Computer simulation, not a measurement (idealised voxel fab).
process module | voxel capacitor over wiring
cross-section cut | 225 nm wide | cells 5 nm
A cross-section is a grid of square cells, given in bands from the top down. A band is one or more rows of cells.
Each band's line starts with the height of the band's top and of its bottom, in nm. Then come its materials from left to right, each with its width in nm. One material with "throughout" fills the band from edge to edge. "air" is empty space.
Height 0 is the level under which the wafer as received is all one material. The lowest band goes on downwards, as in "0 down".
A width such as "30 to 40" changes by the same amount from each row of cells to the next, from the band's top row to its bottom row.
"no change" after a step means that no cell of the cross-section changed.
closed voids: empty space of 8 cells or more with no open way to the top, each as width x height at its distance from the left edge, in nm
after a step's settings: what the simulator itself notes on the step
overlay nm, on a step with a mask: how far to the right of its planned place the mask lay; to the left if negative
Each pair below shows a cross-section before one step and the cross-section after it, down to the lowest band that changed. The line under each pair gives the step between them, with its settings. The pairs can come from different runs of this module on the same starting wafer, so a pair continues from the pair above only where its "before" says so.
before
  0 down: Si throughout
  closed voids: none
after
  15 to 0: SiO2 throughout
  below 0: unchanged
  closed voids: none
the step between: op CONFORMAL_DEP | material SiO2 | thk nm 15
before: the cross-section after the pair above
after
  20 to 15: SiCN throughout
  below 15: unchanged
  closed voids: none
the step between: op CONFORMAL_DEP | material SiCN | thk nm 5
before: the cross-section after the pair above
after
  40 to 20: SiO2 throughout
  below 20: unchanged
  closed voids: none
the step between: op DIRECTIONAL_DEP | material SiO2 | thk nm 20
before: the cross-section after the pair above
after
  40 to 20: SiO2 50 | air 30 | SiO2 60 | air 30 | SiO2 55
  below 20: unchanged
  closed voids: none
the step between: op MASKED_ETCH | tone open | mask id METAL_1 | width nm 30 | pitch nm 90 | etch materials SiO2 | depth nm 20 | overlay nm 0
before: the cross-section after the pair above
after
  40 to 20: SiO2 50 | air 30 | SiO2 60 | air 30 | SiO2 55
  20 to 15: SiCN 50 | air 30 | SiCN 60 | air 30 | SiCN 55
  below 15: unchanged
  closed voids: none
the step between: op MASKED_ETCH | tone open | mask id METAL_1 | width nm 30 | pitch nm 90 | etch materials SiCN | depth nm 5 | overlay nm 0
before: the cross-section after the pair above
after
  45 to 40: TiN 55 | air 20 | TiN 70 | air 20 | TiN 60
  40 to 20: SiO2 50 | TiN 5 | air 20 | TiN 5 | SiO2 60 | TiN 5 | air 20 | TiN 5 | SiO2 55
  20 to 15: SiCN 50 | TiN 30 | SiCN 60 | TiN 30 | SiCN 55
  below 15: unchanged
  closed voids: none
the step between: op CONFORMAL_DEP | material TiN | thk nm 5
before: the cross-section after the pair above
after
  55 to 45: Cu throughout
  45 to 40: TiN 55 | Cu 20 | TiN 70 | Cu 20 | TiN 60
  40 to 20: SiO2 50 | TiN 5 | Cu 20 | TiN 5 | SiO2 60 | TiN 5 | Cu 20 | TiN 5 | SiO2 55
  below 20: unchanged
  closed voids: none
the step between: op FILL_DEP | material Cu | thk nm 10
before: the cross-section after the pair above
after
  40 to 20: SiO2 50 | TiN 5 | Cu 20 | TiN 5 | SiO2 60 | TiN 5 | Cu 20 | TiN 5 | SiO2 55
  below 20: unchanged
  closed voids: none
the step between: op CMP | height nm 40
before: the cross-section after the pair above
after
  45 to 40: SiCN throughout
  below 40: unchanged
  closed voids: none
the step between: op CONFORMAL_DEP | material SiCN | thk nm 5
before: the cross-section after the pair above
after
  60 to 45: lowk throughout
  below 45: unchanged
  closed voids: none
the step between: op DIRECTIONAL_DEP | material lowk | thk nm 15
before: the cross-section after the pair above
after
  70 to 60: aC throughout
  below 60: unchanged
  closed voids: none
the step between: op DIRECTIONAL_DEP | material aC | thk nm 10
before: the cross-section after the pair above
after
  100 to 70: resist 65 | air 15 | resist 145
  below 70: unchanged
  closed voids: none
the step between: op PATTERN | tone open | mask id PLUG_1 | material resist | width nm 15 | thk nm 30 | overlay nm 0
before: the cross-section after the pair above
after
  90 to 70: resist 65 | air 15 | resist 145
  70 to 60: aC 65 | air 15 | aC 145
  below 60: unchanged
  closed voids: none
the step between: op DIRECTIONAL_ETCH | etch materials aC | depth nm 10
before: the cross-section after the pair above
after
  70 to 60: aC 65 | air 15 | aC 145
  below 60: unchanged
  closed voids: none
the step between: op STRIP | etch materials resist
before: the cross-section after the pair above
after
  70 to 60: aC 65 | air 15 | aC 145
  60 to 45: lowk 65 | air 15 | lowk 145
  below 45: unchanged
  closed voids: none
the step between: op DIRECTIONAL_ETCH | etch materials lowk | depth nm 15
before: the cross-section after the pair above
after
  70 to 60: aC 65 | air 15 | aC 145
  60 to 45: lowk 65 | air 15 | lowk 145
  45 to 40: SiCN 65 | air 15 | SiCN 145
  below 40: unchanged
  closed voids: none
the step between: op DIRECTIONAL_ETCH | etch materials SiCN | depth nm 5
before: the cross-section after the pair above
after
  60 to 45: lowk 65 | air 15 | lowk 145
  below 45: unchanged
  closed voids: none
the step between: op STRIP | etch materials aC
before: the cross-section after the pair above
after
  65 to 60: TiN 70 | air 5 | TiN 150
  60 to 45: lowk 65 | TiN 5 | air 5 | TiN 5 | lowk 145
  45 to 40: SiCN 65 | TiN 15 | SiCN 145
  below 40: unchanged
  closed voids: none
the step between: op CONFORMAL_DEP | material TiN | thk nm 5
before: the cross-section after the pair above
after
  70 to 65: Ru throughout
  65 to 60: TiN 70 | Ru 5 | TiN 150
  60 to 45: lowk 65 | TiN 5 | Ru 5 | TiN 5 | lowk 145
  below 45: unchanged
  closed voids: none
the step between: op FILL_DEP | material Ru | thk nm 5
before: the cross-section after the pair above
after
  60 to 45: lowk 65 | TiN 5 | Ru 5 | TiN 5 | lowk 145
  below 45: unchanged
  closed voids: none
the step between: op CMP | height nm 60
before: the cross-section after the pair above
after
  65 to 60: TiN throughout
  below 60: unchanged
  closed voids: none
the step between: op DIRECTIONAL_DEP | material TiN | thk nm 5
before: the cross-section after the pair above
after
  70 to 65: SiN throughout
  below 65: unchanged
  closed voids: none
the step between: op DIRECTIONAL_DEP | material SiN | thk nm 5
before: the cross-section after the pair above
after
  75 to 70: TiN throughout
  below 70: unchanged
  closed voids: none
the step between: op DIRECTIONAL_DEP | material TiN | thk nm 5
before: the cross-section after the pair above
after
  85 to 75: aC throughout
  below 75: unchanged
  closed voids: none
the step between: op DIRECTIONAL_DEP | material aC | thk nm 10
before: the cross-section after the pair above
after
  110 to 85: air 65 | resist 65 | air 95
  below 85: unchanged
  closed voids: none
the step between: op PATTERN | tone cover | mask id UPPER_PLATE | material resist | width nm 65 | thk nm 25 | overlay nm 0
before: the cross-section after the pair above
after
  100 to 85: air 65 | resist 65 | air 95
  85 to 75: air 65 | aC 65 | air 95
  below 75: unchanged
  closed voids: none
the step between: op DIRECTIONAL_ETCH | etch materials aC | depth nm 10
before: the cross-section after the pair above
after
  85 to 75: air 65 | aC 65 | air 95
  below 75: unchanged
  closed voids: none
the step between: op STRIP | etch materials resist
before: the cross-section after the pair above
after
  85 to 75: air 65 | aC 65 | air 95
  75 to 70: air 65 | TiN 65 | air 95
  below 70: unchanged
  closed voids: none
the step between: op DIRECTIONAL_ETCH | etch materials TiN | depth nm 5
before: the cross-section after the pair above
after
  85 to 75: air 65 | aC 65 | air 95
  75 to 70: air 65 | TiN 65 | air 95
  70 to 65: air 65 | SiN 65 | air 95
  below 65: unchanged
  closed voids: none
the step between: op DIRECTIONAL_ETCH | etch materials SiN | depth nm 5
before: the cross-section after the pair above
after
  75 to 70: air 65 | TiN 65 | air 95
  below 70: unchanged
  closed voids: none
the step between: op STRIP | etch materials aC
before: the cross-section after the pair above
after
  75 to 70: air 65 | TiN 65 | air 95
  70 to 65: air 65 | SiN 65 | air 95
  65 to 60: air 60 | TiN 75 | air 90
  below 60: unchanged
  closed voids: none
the step between: op MASKED_ETCH | tone cover | mask id LOWER_PLATE | width nm 75 | etch materials TiN | depth nm 5 | overlay nm 0
before: the cross-section after the pair above
after
  95 to 75: SiO2 throughout
  75 to 70: SiO2 65 | TiN 65 | SiO2 95
  70 to 65: SiO2 65 | SiN 65 | SiO2 95
  65 to 60: SiO2 60 | TiN 75 | SiO2 90
  below 60: unchanged
  closed voids: none
the step between: op FILL_DEP | material SiO2 | thk nm 20
before: the cross-section after the pair above
after
  90 to 75: SiO2 throughout
  below 75: unchanged
  closed voids: none
the step between: op CMP | height nm 90
before: the cross-section after the pair above
after
  110 to 90: resist 75 | air 15 | resist 135
  below 90: unchanged
  closed voids: none
the step between: op PATTERN | tone open | mask id PLUG_2 | material resist | width nm 15 | thk nm 20 | overlay nm 0
before: the cross-section after the pair above
after
  110 to 90: resist 75 | air 15 | resist 135
  90 to 75: SiO2 75 | air 15 | SiO2 135
  below 75: unchanged
  closed voids: none
the step between: op DIRECTIONAL_ETCH | etch materials SiO2 | depth nm 15
before: the cross-section after the pair above
after
  90 to 75: SiO2 75 | air 15 | SiO2 135
  below 75: unchanged
  closed voids: none
the step between: op STRIP | etch materials resist
before: the cross-section after the pair above
after
  95 to 90: TiN 80 | air 5 | TiN 140
  90 to 80: SiO2 75 | TiN 5 | air 5 | TiN 5 | SiO2 135
  80 to 70: SiO2 75 to 65 | TiN 15 to 65 | SiO2 135 to 95
  below 70: unchanged
  closed voids: none
the step between: op CONFORMAL_DEP | material TiN | thk nm 5
before: the cross-section after the pair above
after
  100 to 95: Ru throughout
  95 to 90: TiN 80 | Ru 5 | TiN 140
  90 to 80: SiO2 75 | TiN 5 | Ru 5 | TiN 5 | SiO2 135
  below 80: unchanged
  closed voids: none
the step between: op FILL_DEP | material Ru | thk nm 5
before: the cross-section after the pair above
after
  90 to 80: SiO2 75 | TiN 5 | Ru 5 | TiN 5 | SiO2 135
  below 80: unchanged
  closed voids: none
the step between: op CMP | height nm 90
before: the cross-section after the pair above
after
  95 to 90: SiCN throughout
  below 90: unchanged
  closed voids: none
the step between: op CONFORMAL_DEP | material SiCN | thk nm 5
before
  55 to 45: Cu throughout
  45 to 40: TiN 55 | Cu 20 | TiN 70 | Cu 20 | TiN 60
  40 to 20: SiO2 50 | TiN 5 | Cu 20 | TiN 5 | SiO2 60 | TiN 5 | Cu 20 | TiN 5 | SiO2 55
  20 to 15: SiCN 50 | TiN 30 | SiCN 60 | TiN 30 | SiCN 55
  15 to 0: SiO2 throughout
  0 down: Si throughout
  closed voids: none
after
  60 to 55: SiCN throughout
  below 55: unchanged
  closed voids: none
the step between: op CONFORMAL_DEP | material SiCN | thk nm 5
before: the cross-section after the pair above
after
  75 to 60: lowk throughout
  below 60: unchanged
  closed voids: none
the step between: op DIRECTIONAL_DEP | material lowk | thk nm 15
before: the cross-section after the pair above
after
  85 to 75: aC throughout
  below 75: unchanged
  closed voids: none
the step between: op DIRECTIONAL_DEP | material aC | thk nm 10
before: the cross-section after the pair above
after
  115 to 85: resist 65 | air 15 | resist 145
  below 85: unchanged
  closed voids: none
the step between: op PATTERN | tone open | mask id PLUG_1 | material resist | width nm 15 | thk nm 30 | overlay nm 0
before: the cross-section after the pair above
after
  105 to 85: resist 65 | air 15 | resist 145
  85 to 75: aC 65 | air 15 | aC 145
  below 75: unchanged
  closed voids: none
the step between: op DIRECTIONAL_ETCH | etch materials aC | depth nm 10
before: the cross-section after the pair above
after
  85 to 75: aC 65 | air 15 | aC 145
  below 75: unchanged
  closed voids: none
the step between: op STRIP | etch materials resist
before: the cross-section after the pair above
after
  85 to 75: aC 65 | air 15 | aC 145
  75 to 60: lowk 65 | air 15 | lowk 145
  below 60: unchanged
  closed voids: none
the step between: op DIRECTIONAL_ETCH | etch materials lowk | depth nm 15
before: the cross-section after the pair above
after
  85 to 75: aC 65 | air 15 | aC 145
  75 to 60: lowk 65 | air 15 | lowk 145
  60 to 55: SiCN 65 | air 15 | SiCN 145
  below 55: unchanged
  closed voids: none
the step between: op DIRECTIONAL_ETCH | etch materials SiCN | depth nm 5
before: the cross-section after the pair above
after
  75 to 60: lowk 65 | air 15 | lowk 145
  below 60: unchanged
  closed voids: none
the step between: op STRIP | etch materials aC
before: the cross-section after the pair above
after
  80 to 75: TiN 70 | air 5 | TiN 150
  75 to 60: lowk 65 | TiN 5 | air 5 | TiN 5 | lowk 145
  60 to 55: SiCN 65 | TiN 15 | SiCN 145
  below 55: unchanged
  closed voids: none
the step between: op CONFORMAL_DEP | material TiN | thk nm 5
before: the cross-section after the pair above
after
  85 to 80: Ru throughout
  80 to 75: TiN 70 | Ru 5 | TiN 150
  75 to 60: lowk 65 | TiN 5 | Ru 5 | TiN 5 | lowk 145
  below 60: unchanged
  closed voids: none
the step between: op FILL_DEP | material Ru | thk nm 5
before: the cross-section after the pair above
after
  60 to 55: SiCN 65 | TiN 15 | SiCN 145
  below 55: unchanged
  closed voids: none
the step between: op CMP | height nm 60
before: the cross-section after the pair above
after
  65 to 60: TiN throughout
  below 60: unchanged
  closed voids: none
the step between: op DIRECTIONAL_DEP | material TiN | thk nm 5
before: the cross-section after the pair above
after
  70 to 65: SiN throughout
  below 65: unchanged
  closed voids: none
the step between: op DIRECTIONAL_DEP | material SiN | thk nm 5
before: the cross-section after the pair above
after
  75 to 70: TiN throughout
  below 70: unchanged
  closed voids: none
the step between: op DIRECTIONAL_DEP | material TiN | thk nm 5
before: the cross-section after the pair above
after
  85 to 75: aC throughout
  below 75: unchanged
  closed voids: none
the step between: op DIRECTIONAL_DEP | material aC | thk nm 10
before: the cross-section after the pair above
after
  110 to 85: air 65 | resist 65 | air 95
  below 85: unchanged
  closed voids: none
the step between: op PATTERN | tone cover | mask id UPPER_PLATE | material resist | width nm 65 | thk nm 25 | overlay nm 0
before: the cross-section after the pair above
after
  100 to 85: air 65 | resist 65 | air 95
  85 to 75: air 65 | aC 65 | air 95
  below 75: unchanged
  closed voids: none
the step between: op DIRECTIONAL_ETCH | etch materials aC | depth nm 10
before: the cross-section after the pair above
after
  85 to 75: air 65 | aC 65 | air 95
  below 75: unchanged
  closed voids: none
the step between: op STRIP | etch materials resist
before: the cross-section after the pair above
after
  85 to 75: air 65 | aC 65 | air 95
  75 to 70: air 65 | TiN 65 | air 95
  below 70: unchanged
  closed voids: none
the step between: op DIRECTIONAL_ETCH | etch materials TiN | depth nm 5
before: the cross-section after the pair above
after
  85 to 75: air 65 | aC 65 | air 95
  75 to 70: air 65 | TiN 65 | air 95
  70 to 65: air 65 | SiN 65 | air 95
  below 65: unchanged
  closed voids: none
the step between: op DIRECTIONAL_ETCH | etch materials SiN | depth nm 5
before: the cross-section after the pair above
after
  75 to 70: air 65 | TiN 65 | air 95
  below 70: unchanged
  closed voids: none
the step between: op STRIP | etch materials aC
before: the cross-section after the pair above
after
  75 to 70: air 65 | TiN 65 | air 95
  70 to 65: air 65 | SiN 65 | air 95
  65 to 60: air 60 | TiN 75 | air 90
  below 60: unchanged
  closed voids: none
the step between: op MASKED_ETCH | tone cover | mask id LOWER_PLATE | width nm 75 | etch materials TiN | depth nm 5 | overlay nm 0
before: the cross-section after the pair above
after
  95 to 75: SiO2 throughout
  75 to 70: SiO2 65 | TiN 65 | SiO2 95
  70 to 65: SiO2 65 | SiN 65 | SiO2 95
  65 to 60: SiO2 60 | TiN 75 | SiO2 90
  below 60: unchanged
  closed voids: none
the step between: op FILL_DEP | material SiO2 | thk nm 20
before: the cross-section after the pair above
after
  90 to 75: SiO2 throughout
  below 75: unchanged
  closed voids: none
the step between: op CMP | height nm 90
before: the cross-section after the pair above
after
  110 to 90: resist 75 | air 15 | resist 135
  below 90: unchanged
  closed voids: none
the step between: op PATTERN | tone open | mask id PLUG_2 | material resist | width nm 15 | thk nm 20 | overlay nm 0
before: the cross-section after the pair above
after
  110 to 90: resist 75 | air 15 | resist 135
  90 to 75: SiO2 75 | air 15 | SiO2 135
  below 75: unchanged
  closed voids: none
the step between: op DIRECTIONAL_ETCH | etch materials SiO2 | depth nm 15
before: the cross-section after the pair above
after
  90 to 75: SiO2 75 | air 15 | SiO2 135
  below 75: unchanged
  closed voids: none
the step between: op STRIP | etch materials resist
before: the cross-section after the pair above
after
  95 to 90: TiN 80 | air 5 | TiN 140
  90 to 80: SiO2 75 | TiN 5 | air 5 | TiN 5 | SiO2 135
  80 to 70: SiO2 75 to 65 | TiN 15 to 65 | SiO2 135 to 95
  below 70: unchanged
  closed voids: none
the step between: op CONFORMAL_DEP | material TiN | thk nm 5
before: the cross-section after the pair above
after
  100 to 95: Ru throughout
  95 to 90: TiN 80 | Ru 5 | TiN 140
  90 to 80: SiO2 75 | TiN 5 | Ru 5 | TiN 5 | SiO2 135
  below 80: unchanged
  closed voids: none
the step between: op FILL_DEP | material Ru | thk nm 5
before: the cross-section after the pair above
after
  90 to 80: SiO2 75 | TiN 5 | Ru 5 | TiN 5 | SiO2 135
  below 80: unchanged
  closed voids: none
the step between: op CMP | height nm 90
before: the cross-section after the pair above
after
  95 to 90: SiCN throughout
  below 90: unchanged
  closed voids: none
the step between: op CONFORMAL_DEP | material SiCN | thk nm 5
before
  15 to 0: SiO2 throughout
  0 down: Si throughout
  closed voids: none
after
  30 to 0: SiO2 throughout
  below 0: unchanged
  closed voids: none
the step between: op CONFORMAL_DEP | material SiO2 | thk nm 15
before: the cross-section after the pair above
after
  35 to 30: SiCN throughout
  below 30: unchanged
  closed voids: none
the step between: op CONFORMAL_DEP | material SiCN | thk nm 5
before: the cross-section after the pair above
after
  55 to 35: SiO2 throughout
  below 35: unchanged
  closed voids: none
the step between: op DIRECTIONAL_DEP | material SiO2 | thk nm 20
before: the cross-section after the pair above
after
  55 to 35: SiO2 50 | air 30 | SiO2 60 | air 30 | SiO2 55
  below 35: unchanged
  closed voids: none
the step between: op MASKED_ETCH | tone open | mask id METAL_1 | width nm 30 | pitch nm 90 | etch materials SiO2 | depth nm 20 | overlay nm 0
before: the cross-section after the pair above
after
  55 to 35: SiO2 50 | air 30 | SiO2 60 | air 30 | SiO2 55
  35 to 30: SiCN 50 | air 30 | SiCN 60 | air 30 | SiCN 55
  below 30: unchanged
  closed voids: none
the step between: op MASKED_ETCH | tone open | mask id METAL_1 | width nm 30 | pitch nm 90 | etch materials SiCN | depth nm 5 | overlay nm 0
before: the cross-section after the pair above
after
  60 to 55: TiN 55 | air 20 | TiN 70 | air 20 | TiN 60
  55 to 35: SiO2 50 | TiN 5 | air 20 | TiN 5 | SiO2 60 | TiN 5 | air 20 | TiN 5 | SiO2 55
  35 to 30: SiCN 50 | TiN 30 | SiCN 60 | TiN 30 | SiCN 55
  below 30: unchanged
  closed voids: none
the step between: op CONFORMAL_DEP | material TiN | thk nm 5
before: the cross-section after the pair above
after
  70 to 60: Cu throughout
  60 to 55: TiN 55 | Cu 20 | TiN 70 | Cu 20 | TiN 60
  55 to 35: SiO2 50 | TiN 5 | Cu 20 | TiN 5 | SiO2 60 | TiN 5 | Cu 20 | TiN 5 | SiO2 55
  below 35: unchanged
  closed voids: none
the step between: op FILL_DEP | material Cu | thk nm 10
before: the cross-section after the pair above
after
  40 to 35: SiO2 50 | TiN 5 | Cu 20 | TiN 5 | SiO2 60 | TiN 5 | Cu 20 | TiN 5 | SiO2 55
  below 35: unchanged
  closed voids: none
the step between: op CMP | height nm 40
before: the cross-section after the pair above
after
  45 to 40: SiCN throughout
  below 40: unchanged
  closed voids: none
the step between: op CONFORMAL_DEP | material SiCN | thk nm 5
before: the cross-section after the pair above
after
  60 to 45: lowk throughout
  below 45: unchanged
  closed voids: none
the step between: op DIRECTIONAL_DEP | material lowk | thk nm 15
before: the cross-section after the pair above
after
  70 to 60: aC throughout
  below 60: unchanged
  closed voids: none
the step between: op DIRECTIONAL_DEP | material aC | thk nm 10
before: the cross-section after the pair above
after
  100 to 70: resist 65 | air 15 | resist 145
  below 70: unchanged
  closed voids: none
the step between: op PATTERN | tone open | mask id PLUG_1 | material resist | width nm 15 | thk nm 30 | overlay nm 0
before: the cross-section after the pair above
after
  90 to 70: resist 65 | air 15 | resist 145
  70 to 60: aC 65 | air 15 | aC 145
  below 60: unchanged
  closed voids: none
the step between: op DIRECTIONAL_ETCH | etch materials aC | depth nm 10
before: the cross-section after the pair above
after
  70 to 60: aC 65 | air 15 | aC 145
  below 60: unchanged
  closed voids: none
the step between: op STRIP | etch materials resist
before: the cross-section after the pair above
after
  70 to 60: aC 65 | air 15 | aC 145
  60 to 45: lowk 65 | air 15 | lowk 145
  below 45: unchanged
  closed voids: none
the step between: op DIRECTIONAL_ETCH | etch materials lowk | depth nm 15
before: the cross-section after the pair above
after
  70 to 60: aC 65 | air 15 | aC 145
  60 to 45: lowk 65 | air 15 | lowk 145
  45 to 40: SiCN 65 | air 15 | SiCN 145
  below 40: unchanged
  closed voids: none
the step between: op DIRECTIONAL_ETCH | etch materials SiCN | depth nm 5
before: the cross-section after the pair above
after
  60 to 45: lowk 65 | air 15 | lowk 145
  below 45: unchanged
  closed voids: none
the step between: op STRIP | etch materials aC
before: the cross-section after the pair above
after
  65 to 60: TiN 70 | air 5 | TiN 150
  60 to 45: lowk 65 | TiN 5 | air 5 | TiN 5 | lowk 145
  45 to 40: SiCN 65 | TiN 15 | SiCN 145
  below 40: unchanged
  closed voids: none
the step between: op CONFORMAL_DEP | material TiN | thk nm 5
before: the cross-section after the pair above
after
  70 to 65: Ru throughout
  65 to 60: TiN 70 | Ru 5 | TiN 150
  60 to 45: lowk 65 | TiN 5 | Ru 5 | TiN 5 | lowk 145
  below 45: unchanged
  closed voids: none
the step between: op FILL_DEP | material Ru | thk nm 5
before: the cross-section after the pair above
after
  60 to 45: lowk 65 | TiN 5 | Ru 5 | TiN 5 | lowk 145
  below 45: unchanged
  closed voids: none
the step between: op CMP | height nm 60
before: the cross-section after the pair above
after
  65 to 60: TiN throughout
  below 60: unchanged
  closed voids: none
the step between: op DIRECTIONAL_DEP | material TiN | thk nm 5
before: the cross-section after the pair above
after
  70 to 65: SiN throughout
  below 65: unchanged
  closed voids: none
the step between: op DIRECTIONAL_DEP | material SiN | thk nm 5
before: the cross-section after the pair above
after
  75 to 70: TiN throughout
  below 70: unchanged
  closed voids: none
the step between: op DIRECTIONAL_DEP | material TiN | thk nm 5
before: the cross-section after the pair above
after
  85 to 75: aC throughout
  below 75: unchanged
  closed voids: none
the step between: op DIRECTIONAL_DEP | material aC | thk nm 10
before: the cross-section after the pair above
after
  110 to 85: air 65 | resist 65 | air 95
  below 85: unchanged
  closed voids: none
the step between: op PATTERN | tone cover | mask id UPPER_PLATE | material resist | width nm 65 | thk nm 25 | overlay nm 0
before: the cross-section after the pair above
after
  100 to 85: air 65 | resist 65 | air 95
  85 to 75: air 65 | aC 65 | air 95
  below 75: unchanged
  closed voids: none
the step between: op DIRECTIONAL_ETCH | etch materials aC | depth nm 10
before: the cross-section after the pair above
after
  85 to 75: air 65 | aC 65 | air 95
  below 75: unchanged
  closed voids: none
the step between: op STRIP | etch materials resist
before: the cross-section after the pair above
after
  85 to 75: air 65 | aC 65 | air 95
  75 to 70: air 65 | TiN 65 | air 95
  below 70: unchanged
  closed voids: none
the step between: op DIRECTIONAL_ETCH | etch materials TiN | depth nm 5
before: the cross-section after the pair above
after
  85 to 75: air 65 | aC 65 | air 95
  75 to 70: air 65 | TiN 65 | air 95
  70 to 65: air 65 | SiN 65 | air 95
  below 65: unchanged
  closed voids: none
the step between: op DIRECTIONAL_ETCH | etch materials SiN | depth nm 5
before: the cross-section after the pair above
after
  75 to 70: air 65 | TiN 65 | air 95
  below 70: unchanged
  closed voids: none
the step between: op STRIP | etch materials aC
before: the cross-section after the pair above
after
  75 to 70: air 65 | TiN 65 | air 95
  70 to 65: air 65 | SiN 65 | air 95
  65 to 60: air 60 | TiN 75 | air 90
  below 60: unchanged
  closed voids: none
the step between: op MASKED_ETCH | tone cover | mask id LOWER_PLATE | width nm 75 | etch materials TiN | depth nm 5 | overlay nm 0
before: the cross-section after the pair above
after
  95 to 75: SiO2 throughout
  75 to 70: SiO2 65 | TiN 65 | SiO2 95
  70 to 65: SiO2 65 | SiN 65 | SiO2 95
  65 to 60: SiO2 60 | TiN 75 | SiO2 90
  below 60: unchanged
  closed voids: none
the step between: op FILL_DEP | material SiO2 | thk nm 20
before: the cross-section after the pair above
after
  90 to 75: SiO2 throughout
  below 75: unchanged
  closed voids: none
the step between: op CMP | height nm 90
before: the cross-section after the pair above
after
  110 to 90: resist 75 | air 15 | resist 135
  below 90: unchanged
  closed voids: none
the step between: op PATTERN | tone open | mask id PLUG_2 | material resist | width nm 15 | thk nm 20 | overlay nm 0
before: the cross-section after the pair above
after
  110 to 90: resist 75 | air 15 | resist 135
  90 to 75: SiO2 75 | air 15 | SiO2 135
  below 75: unchanged
  closed voids: none
the step between: op DIRECTIONAL_ETCH | etch materials SiO2 | depth nm 15
before: the cross-section after the pair above
after
  90 to 75: SiO2 75 | air 15 | SiO2 135
  below 75: unchanged
  closed voids: none
the step between: op STRIP | etch materials resist
before: the cross-section after the pair above
after
  95 to 90: TiN 80 | air 5 | TiN 140
  90 to 80: SiO2 75 | TiN 5 | air 5 | TiN 5 | SiO2 135
  80 to 70: SiO2 75 to 65 | TiN 15 to 65 | SiO2 135 to 95
  below 70: unchanged
  closed voids: none
the step between: op CONFORMAL_DEP | material TiN | thk nm 5
before: the cross-section after the pair above
after
  100 to 95: Ru throughout
  95 to 90: TiN 80 | Ru 5 | TiN 140
  90 to 80: SiO2 75 | TiN 5 | Ru 5 | TiN 5 | SiO2 135
  below 80: unchanged
  closed voids: none
the step between: op FILL_DEP | material Ru | thk nm 5
before: the cross-section after the pair above
after
  90 to 80: SiO2 75 | TiN 5 | Ru 5 | TiN 5 | SiO2 135
  below 80: unchanged
  closed voids: none
the step between: op CMP | height nm 90
before: the cross-section after the pair above
after
  95 to 90: SiCN throughout
  below 90: unchanged
  closed voids: none
the step between: op CONFORMAL_DEP | material SiCN | thk nm 5
before
  40 to 20: SiO2 50 | TiN 5 | Cu 20 | TiN 5 | SiO2 60 | TiN 5 | Cu 20 | TiN 5 | SiO2 55
  20 to 15: SiCN 50 | TiN 30 | SiCN 60 | TiN 30 | SiCN 55
  15 to 0: SiO2 throughout
  0 down: Si throughout
  closed voids: none
after
  55 to 40: lowk throughout
  below 40: unchanged
  closed voids: none
the step between: op DIRECTIONAL_DEP | material lowk | thk nm 15
before: the cross-section after the pair above
after
  60 to 55: SiCN throughout
  below 55: unchanged
  closed voids: none
the step between: op CONFORMAL_DEP | material SiCN | thk nm 5
before: the cross-section after the pair above
after
  70 to 60: aC throughout
  below 60: unchanged
  closed voids: none
the step between: op DIRECTIONAL_DEP | material aC | thk nm 10
before: the cross-section after the pair above
after
  100 to 70: resist 65 | air 15 | resist 145
  below 70: unchanged
  closed voids: none
the step between: op PATTERN | tone open | mask id PLUG_1 | material resist | width nm 15 | thk nm 30 | overlay nm 0
before: the cross-section after the pair above
after
  90 to 70: resist 65 | air 15 | resist 145
  70 to 60: aC 65 | air 15 | aC 145
  below 60: unchanged
  closed voids: none
the step between: op DIRECTIONAL_ETCH | etch materials aC | depth nm 10
before: the cross-section after the pair above
after
  70 to 60: aC 65 | air 15 | aC 145
  below 60: unchanged
  closed voids: none
the step between: op STRIP | etch materials resist
before: the cross-section after the pair above
after
  70 to 60: aC 65 | air 15 | aC 145
  60 to 55: SiCN 65 | air 15 | SiCN 145
  below 55: unchanged
  closed voids: none
the step between: op DIRECTIONAL_ETCH | etch materials SiCN | depth nm 5
before: the cross-section after the pair above
after
  60 to 55: SiCN 65 | air 15 | SiCN 145
  below 55: unchanged
  closed voids: none
the step between: op STRIP | etch materials aC
before: the cross-section after the pair above
after
  65 to 60: TiN 70 | air 5 | TiN 150
  60 to 55: SiCN 65 | TiN 15 | SiCN 145
  below 55: unchanged
  closed voids: none
the step between: op CONFORMAL_DEP | material TiN | thk nm 5
before: the cross-section after the pair above
after
  70 to 65: Ru throughout
  65 to 60: TiN 70 | Ru 5 | TiN 150
  below 60: unchanged
  closed voids: none
the step between: op FILL_DEP | material Ru | thk nm 5
before: the cross-section after the pair above
after
  60 to 55: SiCN 65 | TiN 15 | SiCN 145
  below 55: unchanged
  closed voids: none
the step between: op CMP | height nm 60
before: the cross-section after the pair above
after
  65 to 60: TiN throughout
  below 60: unchanged
  closed voids: none
the step between: op DIRECTIONAL_DEP | material TiN | thk nm 5
before: the cross-section after the pair above
after
  70 to 65: SiN throughout
  below 65: unchanged
  closed voids: none
the step between: op DIRECTIONAL_DEP | material SiN | thk nm 5
before: the cross-section after the pair above
after
  75 to 70: TiN throughout
  below 70: unchanged
  closed voids: none
the step between: op DIRECTIONAL_DEP | material TiN | thk nm 5
before: the cross-section after the pair above
after
  85 to 75: aC throughout
  below 75: unchanged
  closed voids: none
the step between: op DIRECTIONAL_DEP | material aC | thk nm 10
before: the cross-section after the pair above
after
  110 to 85: air 65 | resist 65 | air 95
  below 85: unchanged
  closed voids: none
the step between: op PATTERN | tone cover | mask id UPPER_PLATE | material resist | width nm 65 | thk nm 25 | overlay nm 0
before: the cross-section after the pair above
after
  100 to 85: air 65 | resist 65 | air 95
  85 to 75: air 65 | aC 65 | air 95
  below 75: unchanged
  closed voids: none
the step between: op DIRECTIONAL_ETCH | etch materials aC | depth nm 10
before: the cross-section after the pair above
after
  85 to 75: air 65 | aC 65 | air 95
  below 75: unchanged
  closed voids: none
the step between: op STRIP | etch materials resist
before: the cross-section after the pair above
after
  85 to 75: air 65 | aC 65 | air 95
  75 to 70: air 65 | TiN 65 | air 95
  below 70: unchanged
  closed voids: none
the step between: op DIRECTIONAL_ETCH | etch materials TiN | depth nm 5
before: the cross-section after the pair above
after
  85 to 75: air 65 | aC 65 | air 95
  75 to 70: air 65 | TiN 65 | air 95
  70 to 65: air 65 | SiN 65 | air 95
  below 65: unchanged
  closed voids: none
the step between: op DIRECTIONAL_ETCH | etch materials SiN | depth nm 5
before: the cross-section after the pair above
after
  75 to 70: air 65 | TiN 65 | air 95
  below 70: unchanged
  closed voids: none
the step between: op STRIP | etch materials aC
before: the cross-section after the pair above
after
  75 to 70: air 65 | TiN 65 | air 95
  70 to 65: air 65 | SiN 65 | air 95
  65 to 60: air 60 | TiN 75 | air 90
  below 60: unchanged
  closed voids: none
the step between: op MASKED_ETCH | tone cover | mask id LOWER_PLATE | width nm 75 | etch materials TiN | depth nm 5 | overlay nm 0
before: the cross-section after the pair above
after
  95 to 75: SiO2 throughout
  75 to 70: SiO2 65 | TiN 65 | SiO2 95
  70 to 65: SiO2 65 | SiN 65 | SiO2 95
  65 to 60: SiO2 60 | TiN 75 | SiO2 90
  below 60: unchanged
  closed voids: none
the step between: op FILL_DEP | material SiO2 | thk nm 20
